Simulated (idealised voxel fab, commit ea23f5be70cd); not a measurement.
Process module heading - voxel capacitor over wiring
The figure presents cross-section cut, which has a width of 220 nm and is divided into square cells with an edge length of 5 nm.
A cross-section in this document is a grid of square cells, and it is written down as bands, the top band listed before the ones below it; a band is made up of one or more rows of cells. Heads up on the band format: heights come first, top then bottom, in nm. After that it's the materials left to right, each with its width in nm. A single material flagged "full width" fills the whole band edge to edge, and "air" means there's empty space there. Beneath 0, the wafer as received is one material, and that level is where height counting begins. The lowest band goes on downward without a bottom; it is written like "z 0 and below". Per-row width for "30 to 40": begins at first number (top row of band), ends at second number (bottom row), increment between rows held constant. "no modification" means the step left every cell of the cross-section as it was. Any empty space of 8 cells or more lacking an open way to the top shows up in "Trapped voids" as width x height at distance, distance from the left edge, in nm. Post-settings text on a step line: simulator's own remark regarding the step. "overlay nm" answers the question of how far to the right of plan the mask lay on a step that has a mask, and when it is negative the answer is to the left. Pairs follow: section before one process step, section after it down to the lowest changed band, step with settings underneath. Pairs may come from different runs of this module on the same starting wafer; continuity with the pair above only as stated in the "Pre-step view" entry.
# Pre-step view
    z 75 to 50  resist 60 nm / air 25 nm / resist 50 nm / air 25 nm / resist 60 nm
    z 50 to 40  aC full width
    z 40 to 20  TiN full width
    z 20 to 15  SiCN full width
    z 15 to 0  SiO2 full width
    z 0 and below  Si full width
    Trapped voids: none
# After the Step
    z 65 to 50  resist 60 nm / air 25 nm / resist 50 nm / air 25 nm / resist 60 nm
    z 50 to 40  aC 60 nm / air 25 nm / aC 50 nm / air 25 nm / aC 60 nm
    Everything below 40 is unchanged.
    Trapped voids: none
Between the two cross-sections you see above, the step is DIRECTIONAL_ETCH, etch materials aC, depth nm 10
Pre-step view: The pre-step condition corresponds to the post-step cross-section depicted in the pair directly above.
# After the Step
    z 50 to 40  aC 60 nm / air 25 nm / aC 50 nm / air 25 nm / aC 60 nm
    Everything below 40 is unchanged.
    Trapped voids: none
Between the two cross-sections you see above, the step is STRIP, etch materials resist
Pre-step view: The pre-step condition corresponds to the post-step cross-section depicted in the pair directly above.
# After the Step
    z 40 to 20  TiN full width
    Everything below 20 is unchanged.
    Trapped voids: none
Between the two cross-sections you see above, the step is STRIP, etch materials aC
Pre-step view: The pre-step condition corresponds to the post-step cross-section depicted in the pair directly above.
# After the Step
    z 45 to 20  TiN full width
    Everything below 20 is unchanged.
    Trapped voids: none
Between the two cross-sections you see above, the step is CONFORMAL_DEP, material TiN, thk nm 5
Pre-step view: The pre-step condition corresponds to the post-step cross-section depicted in the pair directly above.
# After the Step
    z 55 to 45  Ru full width
    Everything below 45 is unchanged.
    Trapped voids: none
Between the two cross-sections you see above, the step is FILL_DEP, material Ru, thk nm 10
Pre-step view: The pre-step condition corresponds to the post-step cross-section depicted in the pair directly above.
# After the Step
    z 40 to 20  TiN full width
    Everything below 20 is unchanged.
    Trapped voids: none
Between the two cross-sections you see above, the step is CMP, height nm 40
Pre-step view: The pre-step condition corresponds to the post-step cross-section depicted in the pair directly above.
# After the Step
    z 45 to 40  Ru full width
    Everything below 40 is unchanged.
    Trapped voids: none
Between the two cross-sections you see above, the step is EPI, material Ru, thk nm 5
Pre-step view: The pre-step condition corresponds to the post-step cross-section depicted in the pair directly above.
# After the Step
    z 50 to 45  SiCN full width
    Everything below 45 is unchanged.
    Trapped voids: none
Between the two cross-sections you see above, the step is FILL_DEP, material SiCN, thk nm 5
Pre-step view: The pre-step condition corresponds to the post-step cross-section depicted in the pair directly above.
# After the Step
    z 60 to 50  lowk full width
    Everything below 50 is unchanged.
    Trapped voids: none
Between the two cross-sections you see above, the step is DIRECTIONAL_DEP, material lowk, thk nm 10
Pre-step view: The pre-step condition corresponds to the post-step cross-section depicted in the pair directly above.
# After the Step
    z 80 to 60  resist 70 nm / air 15 nm / resist 135 nm
    Everything below 60 is unchanged.
    Trapped voids: none
Between the two cross-sections you see above, the step is PATTERN, tone open, mask id PLUG_1, material resist, width nm 15, thk nm 20, overlay nm 0
Pre-step view: The pre-step condition corresponds to the post-step cross-section depicted in the pair directly above.
# After the Step
    z 80 to 60  resist 70 nm / air 15 nm / resist 135 nm
    z 60 to 50  lowk 70 nm / air 15 nm / lowk 135 nm
    Everything below 50 is unchanged.
    Trapped voids: none
Between the two cross-sections you see above, the step is DIRECTIONAL_ETCH, etch materials lowk, depth nm 10
Pre-step view: The pre-step condition corresponds to the post-step cross-section depicted in the pair directly above.
# After the Step
    z 80 to 60  resist 70 nm / air 15 nm / resist 135 nm
    z 60 to 50  lowk 70 nm / air 15 nm / lowk 135 nm
    z 50 to 45  SiCN 70 nm / air 15 nm / SiCN 135 nm
    Everything below 45 is unchanged.
    Trapped voids: none
Between the two cross-sections you see above, the step is DIRECTIONAL_ETCH, etch materials SiCN, depth nm 5
Pre-step view: The pre-step condition corresponds to the post-step cross-section depicted in the pair directly above.
# After the Step
    z 60 to 50  lowk 70 nm / air 15 nm / lowk 135 nm
    Everything below 50 is unchanged.
    Trapped voids: none
Between the two cross-sections you see above, the step is STRIP, etch materials resist
Pre-step view: The pre-step condition corresponds to the post-step cross-section depicted in the pair directly above.
# After the Step
    z 60 to 55  lowk 70 nm / air 15 nm / lowk 135 nm
    z 55 to 50  lowk 70 nm / Ru 15 nm / lowk 135 nm
    z 50 to 45  SiCN 70 nm / Ru 15 nm / SiCN 135 nm
    Everything below 45 is unchanged.
    Trapped voids: none
Between the two cross-sections you see above, the step is EPI, material Ru, thk nm 10
Pre-step view: The pre-step condition corresponds to the post-step cross-section depicted in the pair directly above.
# After the Step
    z 60 to 50  lowk 70 nm / Ru 15 nm / lowk 135 nm
    Everything below 50 is unchanged.
    Trapped voids: none
Between the two cross-sections you see above, the step is EPI, material Ru, thk nm 5
Pre-step view: The pre-step condition corresponds to the post-step cross-section depicted in the pair directly above.
# After the Step
    z 70 to 60  TiN full width
    Everything below 60 is unchanged.
    Trapped voids: none
Between the two cross-sections you see above, the step is DIRECTIONAL_DEP, material TiN, thk nm 10
Pre-step view: The pre-step condition corresponds to the post-step cross-section depicted in the pair directly above.
# After the Step
    z 75 to 70  HfO2 full width
    Everything below 70 is unchanged.
    Trapped voids: none
Between the two cross-sections you see above, the step is DIRECTIONAL_DEP, material HfO2, thk nm 5
Pre-step view: The pre-step condition corresponds to the post-step cross-section depicted in the pair directly above.
# After the Step
    z 85 to 75  TiN full width
    Everything below 75 is unchanged.
    Trapped voids: none
Between the two cross-sections you see above, the step is DIRECTIONAL_DEP, material TiN, thk nm 10
Pre-step view: The pre-step condition corresponds to the post-step cross-section depicted in the pair directly above.
# After the Step
    z 95 to 85  aC full width
    Everything below 85 is unchanged.
    Trapped voids: none
Between the two cross-sections you see above, the step is DIRECTIONAL_DEP, material aC, thk nm 10
Pre-step view: The pre-step condition corresponds to the post-step cross-section depicted in the pair directly above.
# After the Step
    z 125 to 95  air 70 nm / resist 55 nm / air 95 nm
    Everything below 95 is unchanged.
    Trapped voids: none
Between the two cross-sections you see above, the step is PATTERN, tone cover, mask id UPPER_PLATE, material resist, width nm 55, thk nm 30, overlay nm 0
Pre-step view: The pre-step condition corresponds to the post-step cross-section depicted in the pair directly above.
# After the Step
    z 115 to 95  air 70 nm / resist 55 nm / air 95 nm
    z 95 to 85  air 70 nm / aC 55 nm / air 95 nm
    Everything below 85 is unchanged.
    Trapped voids: none
Between the two cross-sections you see above, the step is DIRECTIONAL_ETCH, etch materials aC, depth nm 10
Pre-step view: The pre-step condition corresponds to the post-step cross-section depicted in the pair directly above.
# After the Step
    z 95 to 85  air 70 nm / aC 55 nm / air 95 nm
    Everything below 85 is unchanged.
    Trapped voids: none
Between the two cross-sections you see above, the step is STRIP, etch materials resist
Pre-step view: The pre-step condition corresponds to the post-step cross-section depicted in the pair directly above.
# After the Step
    z 95 to 85  air 70 nm / aC 55 nm / air 95 nm
    z 85 to 75  air 70 nm / TiN 55 nm / air 95 nm
    Everything below 75 is unchanged.
    Trapped voids: none
Between the two cross-sections you see above, the step is DIRECTIONAL_ETCH, etch materials TiN, depth nm 10
Pre-step view: The pre-step condition corresponds to the post-step cross-section depicted in the pair directly above.
# After the Step
    z 95 to 85  air 70 nm / aC 55 nm / air 95 nm
    z 85 to 75  air 70 nm / TiN 55 nm / air 95 nm
    z 75 to 70  air 70 nm / HfO2 55 nm / air 95 nm
    Everything below 70 is unchanged.
    Trapped voids: none
Between the two cross-sections you see above, the step is DIRECTIONAL_ETCH, etch materials HfO2, depth nm 5
Pre-step view: The pre-step condition corresponds to the post-step cross-section depicted in the pair directly above.
# After the Step
    z 85 to 75  air 70 nm / TiN 55 nm / air 95 nm
    Everything below 75 is unchanged.
    Trapped voids: none
Between the two cross-sections you see above, the step is STRIP, etch materials aC
Pre-step view: The pre-step condition corresponds to the post-step cross-section depicted in the pair directly above.
# After the Step
    z 95 to 85  air 70 nm / aC 55 nm / air 95 nm
    z 85 to 80  air 70 nm / TiN 55 nm / air 95 nm
    z 80 to 75  aC 70 nm / TiN 55 nm / aC 95 nm
    z 75 to 70  aC 70 nm / HfO2 55 nm / aC 95 nm
    Everything below 70 is unchanged.
    Trapped voids: none
Between the two cross-sections you see above, the step is DIRECTIONAL_DEP, material aC, thk nm 10
Pre-step view: The pre-step condition corresponds to the post-step cross-section depicted in the pair directly above.
# After the Step
    z 120 to 95  air 65 nm / resist 65 nm / air 90 nm
    z 95 to 85  air 65 nm / resist 5 nm / aC 55 nm / resist 5 nm / air 90 nm
    z 85 to 80  air 65 nm / resist 5 nm / TiN 55 nm / resist 5 nm / air 90 nm
    Everything below 80 is unchanged.
    Trapped voids: none
Between the two cross-sections you see above, the step is PATTERN, tone cover, mask id LOWER_PLATE, material resist, width nm 65, thk nm 25, overlay nm 0
Pre-step view: The pre-step condition corresponds to the post-step cross-section depicted in the pair directly above.
# After the Step
    z 110 to 95  air 65 nm / resist 65 nm / air 90 nm
    z 95 to 85  air 65 nm / resist 5 nm / aC 55 nm / resist 5 nm / air 90 nm
    z 85 to 80  air 65 nm / resist 5 nm / TiN 55 nm / resist 5 nm / air 90 nm
    z 80 to 75  air 65 nm / aC 5 nm / TiN 55 nm / aC 5 nm / air 90 nm
    z 75 to 70  air 65 nm / aC 5 nm / HfO2 55 nm / aC 5 nm / air 90 nm
    Everything below 70 is unchanged.
    Trapped voids: none
Between the two cross-sections you see above, the step is DIRECTIONAL_ETCH, etch materials aC, depth nm 10
Pre-step view: The pre-step condition corresponds to the post-step cross-section depicted in the pair directly above.
# After the Step
    z 95 to 85  air 70 nm / aC 55 nm / air 95 nm
    z 85 to 80  air 70 nm / TiN 55 nm / air 95 nm
    Everything below 80 is unchanged.
    Trapped voids: none
Between the two cross-sections you see above, the step is STRIP, etch materials resist
Pre-step view: The pre-step condition corresponds to the post-step cross-section depicted in the pair directly above.
# After the Step
    z 95 to 85  air 70 nm / aC 55 nm / air 95 nm
    z 85 to 80  air 70 nm / TiN 55 nm / air 95 nm
    z 80 to 75  air 65 nm / aC 5 nm / TiN 55 nm / aC 5 nm / air 90 nm
    z 75 to 70  air 65 nm / aC 5 nm / HfO2 55 nm / aC 5 nm / air 90 nm
    z 70 to 60  air 65 nm / TiN 65 nm / air 90 nm
    Everything below 60 is unchanged.
    Trapped voids: none
Between the two cross-sections you see above, the step is DIRECTIONAL_ETCH, etch materials TiN, depth nm 10
Pre-step view: The pre-step condition corresponds to the post-step cross-section depicted in the pair directly above.
# After the Step
    z 85 to 75  air 70 nm / TiN 55 nm / air 95 nm
    z 75 to 70  air 70 nm / HfO2 55 nm / air 95 nm
    Everything below 70 is unchanged.
    Trapped voids: none
Between the two cross-sections you see above, the step is STRIP, etch materials aC
Pre-step view: The pre-step condition corresponds to the post-step cross-section depicted in the pair directly above.
# After the Step
    z 105 to 85  SiO2 full width
    z 85 to 75  SiO2 70 nm / TiN 55 nm / SiO2 95 nm
    z 75 to 70  SiO2 70 nm / HfO2 55 nm / SiO2 95 nm
    z 70 to 60  SiO2 65 nm / TiN 65 nm / SiO2 90 nm
    Everything below 60 is unchanged.
    Trapped voids: none
Between the two cross-sections you see above, the step is FILL_DEP, material SiO2, thk nm 20
Pre-step view: The pre-step condition corresponds to the post-step cross-section depicted in the pair directly above.
# After the Step
    z 100 to 85  SiO2 full width
    Everything below 85 is unchanged.
    Trapped voids: none
Between the two cross-sections you see above, the step is CMP, height nm 100
Pre-step view: The pre-step condition corresponds to the post-step cross-section depicted in the pair directly above.
# After the Step
    z 100 to 85  SiO2 80 nm / air 15 nm / SiO2 125 nm
    Everything below 85 is unchanged.
    Trapped voids: none
Between the two cross-sections you see above, the step is MASKED_ETCH, tone open, mask id PLUG_2, width nm 15, etch materials SiO2, depth nm 15, overlay nm 0
Pre-step view: The pre-step condition corresponds to the post-step cross-section depicted in the pair directly above.
# After the Step
    z 105 to 100  TiN 85 nm / air 5 nm / TiN 130 nm
    z 100 to 90  SiO2 80 nm / TiN 5 nm / air 5 nm / TiN 5 nm / SiO2 125 nm
    z 90 to 85  SiO2 80 nm / TiN 15 nm / SiO2 125 nm
    Everything below 85 is unchanged.
    Trapped voids: none
Between the two cross-sections you see above, the step is CONFORMAL_DEP, material TiN, thk nm 5
Pre-step view: The pre-step condition corresponds to the post-step cross-section depicted in the pair directly above.
# After the Step
    z 110 to 105  Cu full width
    z 105 to 100  TiN 85 nm / Cu 5 nm / TiN 130 nm
    z 100 to 90  SiO2 80 nm / TiN 5 nm / Cu 5 nm / TiN 5 nm / SiO2 125 nm
    Everything below 90 is unchanged.
    Trapped voids: none
Between the two cross-sections you see above, the step is FILL_DEP, material Cu, thk nm 5
Pre-step view: The pre-step condition corresponds to the post-step cross-section depicted in the pair directly above.
# After the Step
    z 100 to 90  SiO2 80 nm / TiN 5 nm / Cu 5 nm / TiN 5 nm / SiO2 125 nm
    Everything below 90 is unchanged.
    Trapped voids: none
Between the two cross-sections you see above, the step is CMP, height nm 100
Pre-step view: The pre-step condition corresponds to the post-step cross-section depicted in the pair directly above.
# After the Step
    z 105 to 100  SiN full width
    Everything below 100 is unchanged.
    Trapped voids: none
Between the two cross-sections you see above, the step is CONFORMAL_DEP, material SiN, thk nm 5
# Pre-step view
    z 95 to 85  aC full width
    z 85 to 75  TiN full width
    z 75 to 70  HfO2 full width
    z 70 to 60  TiN full width
    z 60 to 50  lowk 70 nm / Ru 15 nm / lowk 135 nm
    z 50 to 45  SiCN 70 nm / Ru 15 nm / SiCN 135 nm
    z 45 to 40  SiCN 55 nm / Ru 35 nm / SiCN 40 nm / Ru 35 nm / SiCN 55 nm
    z 40 to 20  SiO2 60 nm / TiN 5 nm / Ru 15 nm / TiN 5 nm / SiO2 50 nm / TiN 5 nm / Ru 15 nm / TiN 5 nm / SiO2 60 nm
    z 20 to 15  SiCN 60 nm / TiN 25 nm / SiCN 50 nm / TiN 25 nm / SiCN 60 nm
    z 15 to 0  SiO2 full width
    z 0 and below  Si full width
    Trapped voids: none
# After the Step
    z 125 to 95  resist 70 nm / air 55 nm / resist 95 nm
    Everything below 95 is unchanged.
    Trapped voids: none
Between the two cross-sections you see above, the step is PATTERN, tone open, mask id UPPER_PLATE, material resist, width nm 55, thk nm 30, overlay nm 0
Pre-step view: The pre-step condition corresponds to the post-step cross-section depicted in the pair directly above.
# After the Step
    z 115 to 95  resist 70 nm / air 55 nm / resist 95 nm
    z 95 to 85  aC 70 nm / air 55 nm / aC 95 nm
    Everything below 85 is unchanged.
    Trapped voids: none
Between the two cross-sections you see above, the step is DIRECTIONAL_ETCH, etch materials aC, depth nm 10
Pre-step view: The pre-step condition corresponds to the post-step cross-section depicted in the pair directly above.
# After the Step
    z 95 to 85  aC 70 nm / air 55 nm / aC 95 nm
    Everything below 85 is unchanged.
    Trapped voids: none
Between the two cross-sections you see above, the step is STRIP, etch materials resist
Pre-step view: The pre-step condition corresponds to the post-step cross-section depicted in the pair directly above.
# After the Step
    z 95 to 85  aC 70 nm / air 55 nm / aC 95 nm
    z 85 to 75  TiN 70 nm / air 55 nm / TiN 95 nm
    Everything below 75 is unchanged.
    Trapped voids: none
Between the two cross-sections you see above, the step is DIRECTIONAL_ETCH, etch materials TiN, depth nm 10
Pre-step view: The pre-step condition corresponds to the post-step cross-section depicted in the pair directly above.
# After the Step
    z 95 to 85  aC 70 nm / air 55 nm / aC 95 nm
    z 85 to 75  TiN 70 nm / air 55 nm / TiN 95 nm
    z 75 to 70  HfO2 70 nm / air 55 nm / HfO2 95 nm
    Everything below 70 is unchanged.
    Trapped voids: none
Between the two cross-sections you see above, the step is DIRECTIONAL_ETCH, etch materials HfO2, depth nm 5
Pre-step view: The pre-step condition corresponds to the post-step cross-section depicted in the pair directly above.
# After the Step
    z 85 to 75  TiN 70 nm / air 55 nm / TiN 95 nm
    Everything below 75 is unchanged.
    Trapped voids: none
Between the two cross-sections you see above, the step is STRIP, etch materials aC
Pre-step view: The pre-step condition corresponds to the post-step cross-section depicted in the pair directly above.
# After the Step
    z 95 to 85  aC 70 nm / air 55 nm / aC 95 nm
    z 85 to 80  TiN 70 nm / air 55 nm / TiN 95 nm
    z 80 to 75  TiN 70 nm / aC 55 nm / TiN 95 nm
    z 75 to 70  HfO2 70 nm / aC 55 nm / HfO2 95 nm
    Everything below 70 is unchanged.
    Trapped voids: none
Between the two cross-sections you see above, the step is DIRECTIONAL_DEP, material aC, thk nm 10
Pre-step view: The pre-step condition corresponds to the post-step cross-section depicted in the pair directly above.
# After the Step
    z 120 to 95  air 65 nm / resist 65 nm / air 90 nm
    z 95 to 85  aC 70 nm / resist 55 nm / aC 95 nm
    z 85 to 80  TiN 70 nm / resist 55 nm / TiN 95 nm
    Everything below 80 is unchanged.
    Trapped voids: none
Between the two cross-sections you see above, the step is PATTERN, tone cover, mask id LOWER_PLATE, material resist, width nm 65, thk nm 25, overlay nm 0
Pre-step view: The pre-step condition corresponds to the post-step cross-section depicted in the pair directly above.
# After the Step
    z 110 to 95  air 65 nm / resist 65 nm / air 90 nm
    z 95 to 85  air 65 nm / aC 5 nm / resist 55 nm / aC 5 nm / air 90 nm
    Everything below 85 is unchanged.
    Trapped voids: none
Between the two cross-sections you see above, the step is DIRECTIONAL_ETCH, etch materials aC, depth nm 10
Pre-step view: The pre-step condition corresponds to the post-step cross-section depicted in the pair directly above.
# After the Step
    z 95 to 85  air 65 nm / aC 5 nm / air 55 nm / aC 5 nm / air 90 nm
    z 85 to 80  TiN 70 nm / air 55 nm / TiN 95 nm
    Everything below 80 is unchanged.
    Trapped voids: none
Between the two cross-sections you see above, the step is STRIP, etch materials resist
Pre-step view: The pre-step condition corresponds to the post-step cross-section depicted in the pair directly above.
# After the Step
    z 95 to 85  air 65 nm / aC 5 nm / air 55 nm / aC 5 nm / air 90 nm
    z 85 to 80  air 65 nm / TiN 5 nm / air 55 nm / TiN 5 nm / air 90 nm
    z 80 to 75  air 65 nm / TiN 5 nm / aC 55 nm / TiN 5 nm / air 90 nm
    Everything below 75 is unchanged.
    Trapped voids: none
Between the two cross-sections you see above, the step is DIRECTIONAL_ETCH, etch materials TiN, depth nm 10
Pre-step view: The pre-step condition corresponds to the post-step cross-section depicted in the pair directly above.
# After the Step
    z 85 to 75  air 65 nm / TiN 5 nm / air 55 nm / TiN 5 nm / air 90 nm
    z 75 to 70  HfO2 70 nm / air 55 nm / HfO2 95 nm
    Everything below 70 is unchanged.
    Trapped voids: none
Between the two cross-sections you see above, the step is STRIP, etch materials aC
Pre-step view: The pre-step condition corresponds to the post-step cross-section depicted in the pair directly above.
# After the Step
    z 105 to 85  SiO2 full width
    z 85 to 75  SiO2 65 nm / TiN 5 nm / SiO2 55 nm / TiN 5 nm / SiO2 90 nm
    z 75 to 70  HfO2 70 nm / SiO2 55 nm / HfO2 95 nm
    Everything below 70 is unchanged.
    Trapped voids: none
Between the two cross-sections you see above, the step is FILL_DEP, material SiO2, thk nm 20
Pre-step view: The pre-step condition corresponds to the post-step cross-section depicted in the pair directly above.
# After the Step
    z 100 to 85  SiO2 full width
    Everything below 85 is unchanged.
    Trapped voids: none
Between the two cross-sections you see above, the step is CMP, height nm 100
Pre-step view: The pre-step condition corresponds to the post-step cross-section depicted in the pair directly above.
# After the Step
    z 100 to 85  SiO2 80 nm / air 15 nm / SiO2 125 nm
    Everything below 85 is unchanged.
    Trapped voids: none
Between the two cross-sections you see above, the step is MASKED_ETCH, tone open, mask id PLUG_2, width nm 15, etch materials SiO2, depth nm 15, overlay nm 0
Pre-step view: The pre-step condition corresponds to the post-step cross-section depicted in the pair directly above.
# After the Step
    z 105 to 100  TiN 85 nm / air 5 nm / TiN 130 nm
    z 100 to 90  SiO2 80 nm / TiN 5 nm / air 5 nm / TiN 5 nm / SiO2 125 nm
    z 90 to 85  SiO2 80 nm / TiN 15 nm / SiO2 125 nm
    Everything below 85 is unchanged.
    Trapped voids: none
Between the two cross-sections you see above, the step is CONFORMAL_DEP, material TiN, thk nm 5
Pre-step view: The pre-step condition corresponds to the post-step cross-section depicted in the pair directly above.
# After the Step
    z 110 to 105  Cu full width
    z 105 to 100  TiN 85 nm / Cu 5 nm / TiN 130 nm
    z 100 to 90  SiO2 80 nm / TiN 5 nm / Cu 5 nm / TiN 5 nm / SiO2 125 nm
    Everything below 90 is unchanged.
    Trapped voids: none
Between the two cross-sections you see above, the step is FILL_DEP, material Cu, thk nm 5
Pre-step view: The pre-step condition corresponds to the post-step cross-section depicted in the pair directly above.
# After the Step
    z 100 to 90  SiO2 80 nm / TiN 5 nm / Cu 5 nm / TiN 5 nm / SiO2 125 nm
    Everything below 90 is unchanged.
    Trapped voids: none
Between the two cross-sections you see above, the step is CMP, height nm 100
Pre-step view: The pre-step condition corresponds to the post-step cross-section depicted in the pair directly above.
# After the Step
    z 105 to 100  SiN full width
    Everything below 100 is unchanged.
    Trapped voids: none
Between the two cross-sections you see above, the step is CONFORMAL_DEP, material SiN, thk nm 5
